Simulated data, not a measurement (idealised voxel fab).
The following process module bears the name voxel plated lines.
The figure presents cross-section cut, which has a width of 230 nm and is divided into square cells with an edge length of 5 nm.
The cross-sections in this document take the form of a grid made of square cells. They are written out as bands, in order from top to bottom. Each band consists of one or more rows of cells.
Each band's line starts with the height of the band's top and of its bottom, in nm. Then come its materials from left to right, each with its width in nm. One material with "all across" fills the band from edge to edge. "air" is empty space.
Measure heights from 0. That's the level where, below it, the as-received wafer is all one material. The lowest band is bottomless and extends downward; write it as in "0 nm and below".
The expression "30 to 40" gives the width at the extremes of the band, the first number at its top row of cells and the second at its bottom row, with the width changing by equal amounts from each row to the next in between.
Given "nothing was modified" for a step, no cell of the cross-section differs between before and after that step.
Closed-off voids of 8+ cells (no open route to the top) go in "Unvented voids", written width x height at distance from the left edge, in nm.
Step line, after settings: the simulator's comment on this step.
What "overlay nm" on a step's line means: if the step has a mask, that mask lay this far to the right of its planned place, or, when the value is negative, to the left.

Process steps foreseen in the plan
1. RECEIVE,material Si
2. CONFORMAL_DEP,material SiN,thk nm 15
3. DIRECTIONAL_DEP,material TiN,thk nm 5
4. PATTERN,tone open,mask id LINES,material resist,width nm 15,pitch nm 35,thk nm 20,overlay nm 0
5. EPI,material Ru,thk nm 5
6. STRIP,etch materials resist
7. DIRECTIONAL_ETCH,etch materials TiN,depth nm 5
8. CONFORMAL_DEP,material SiN,thk nm 10

First of two wafers - as planned

Step 1 complete: cross-section of the wafer as received
* 0 nm and below: Si all across
* Unvented voids: none

The wafer, seen in cross-section, after step 2
* 15 nm to 0 nm: SiN all across
* Below 0, no change.

The wafer, seen in cross-section, after step 3
* 20 nm to 15 nm: TiN all across
* Below 15, no change.

The wafer, seen in cross-section, after step 4
* 40 nm to 20 nm: resist: 55 / air: 15 / resist: 20 / air: 15 / resist: 20 / air: 15 / resist: 20 / air: 15 / resist: 55
* Below 20, no change.

The wafer, seen in cross-section, after step 5
* 40 nm to 25 nm: resist: 55 / air: 15 / resist: 20 / air: 15 / resist: 20 / air: 15 / resist: 20 / air: 15 / resist: 55
* 25 nm to 20 nm: resist: 55 / Ru: 15 / resist: 20 / Ru: 15 / resist: 20 / Ru: 15 / resist: 20 / Ru: 15 / resist: 55
* Below 20, no change.

The wafer, seen in cross-section, after step 6
* 25 nm to 20 nm: air: 55 / Ru: 15 / air: 20 / Ru: 15 / air: 20 / Ru: 15 / air: 20 / Ru: 15 / air: 55
* Below 20, no change.

The wafer, seen in cross-section, after step 7
* 25 nm to 20 nm: air: 55 / Ru: 15 / air: 20 / Ru: 15 / air: 20 / Ru: 15 / air: 20 / Ru: 15 / air: 55
* 20 nm to 15 nm: air: 55 / TiN: 15 / air: 20 / TiN: 15 / air: 20 / TiN: 15 / air: 20 / TiN: 15 / air: 55
* Below 15, no change.

The wafer, seen in cross-section, after step 8
* 35 nm to 25 nm: air: 45 / SiN: 140 / air: 45
* 25 nm to 20 nm: SiN: 55 / Ru: 15 / SiN: 20 / Ru: 15 / SiN: 20 / Ru: 15 / SiN: 20 / Ru: 15 / SiN: 55
* 20 nm to 15 nm: SiN: 55 / TiN: 15 / SiN: 20 / TiN: 15 / SiN: 20 / TiN: 15 / SiN: 20 / TiN: 15 / SiN: 55
* Below 15, no change.

Wafer two: like wafer one in start and plan, but with one mistake in execution; identical up to and including step 6

What the second wafer looks like in cross-section when step 7 should have wrapped up
* 20 nm to 15 nm: TiN all across
* Below 15, no change.

What the second wafer looks like in cross-section when step 8 should have wrapped up
* 30 nm to 20 nm: SiN all across
* Below 20, no change.
Misprocessing identified: note that step 7 departed from the planned setting and was carried out as DIRECTIONAL_ETCH,etch materials Ru,depth nm 5
End of process, cell counts, second wafer against first, materials with more or fewer: -12 Ru; -32 SiN; +34 TiN
